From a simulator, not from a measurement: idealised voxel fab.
The name of this process module is voxel ribs on slabs.
Pictured: cross-section cut, 175 nm wide, on a grid of 5 nm square cells.
We lay out every cross-section as a grid of square cells and spell it out in bands from the top down, where one band means one or more rows of cells.
It is stipulated that each band's entry specify, in nanometres, the height of the top of the band and then that of its bottom, followed by the materials of the band in left-to-right sequence, each together with its width in nanometres. A single material marked by the word "all across" is understood to fill the band from edge to edge; the word "blank" is understood to denote empty space.
It should be noted that heights are counted from 0, beneath which the wafer as supplied is of one material throughout, and that the lowest band possesses no lower boundary but continues downward, as written in "from 0 down".
So if you see something like "30 to 40" for the width, read it as the top row of the band sitting at the first number and the bottom row at the second, with every row in between moving by the same amount as the last.
"nothing altered", as given for a step, is the statement that not any cell of the cross-section underwent a change during that step.
Closed-off voids of 8+ cells (no open route to the top) go in "Closed internal cavities", written width x height at distance from the left edge, in nm.
The remark found on a step's line after its settings is issued by the simulator itself and pertains to that step.
overlay nm, on a step with a mask: how far to the right of its planned place the mask lay; to the left if negative

Process steps - plan:
1) RECEIVE (material Si)
2) DIRECTIONAL_DEP (material SiO2; thk nm 20)
3) DIRECTIONAL_DEP (material SiN; thk nm 15)
4) MASKED_ETCH (tone cover; mask id RIB; width nm 25; etch materials SiN; depth nm 5; overlay nm 0)
5) MASKED_ETCH (tone cover; mask id SLAB; width nm 55; etch materials SiN; depth nm 10; overlay nm 0)
6) FILL_DEP (material SiO2; thk nm 15)
7) CMP (height nm 45)
8) DIRECTIONAL_DEP (material W; thk nm 10)
9) PATTERN (tone cover; mask id HEATER; material resist; width nm 35; thk nm 15; overlay nm 0)
10) DIRECTIONAL_ETCH (etch materials W; depth nm 10)
11) STRIP (etch materials resist)
12) CONFORMAL_DEP (material SiN; thk nm 10)

Cross-section: wafer on arrival = after step 1:
> from 0 down | Si all across
> Closed internal cavities: none

Cross-section: first of two wafers, module finished, run according to plan:
> from 65 to 55 | 60 of blank, then 55 of SiN, then 60 of blank
> from 55 to 45 | 70 of SiN, then 35 of W, then 70 of SiN
> from 45 to 35 | SiO2 all across
> from 35 to 30 | 75 of SiO2, then 25 of SiN, then 75 of SiO2
> from 30 to 20 | 60 of SiO2, then 55 of SiN, then 60 of SiO2
> from 20 to 0 | SiO2 all across
> from 0 down | Si all across
> Closed internal cavities: none

Cross-sectional image of the second wafer of the two following completion of the module. Starting state and process plan were the same as for the first wafer; one execution error occurred:
> from 65 to 55 | 60 of blank, then 55 of SiN, then 60 of blank
> from 55 to 45 | 70 of SiN, then 35 of W, then 70 of SiN
> from 45 to 35 | SiO2 all across
> from 35 to 30 | 75 of SiO2, then 25 of SiN, then 75 of SiO2
> from 30 to 20 | 60 of SiO2, then 60 of SiN, then 55 of SiO2
> from 20 to 0 | SiO2 all across
> from 0 down | Si all across
> Closed internal cavities: none
Error vs. plan: step 5 ran as: MASKED_ETCH (tone cover; mask id SLAB; width nm 60; etch materials SiN; depth nm 10; overlay nm 0)
End of process, cell counts, second wafer against first, materials with more or fewer: 2 more of SiN, 2 fewer of SiO2
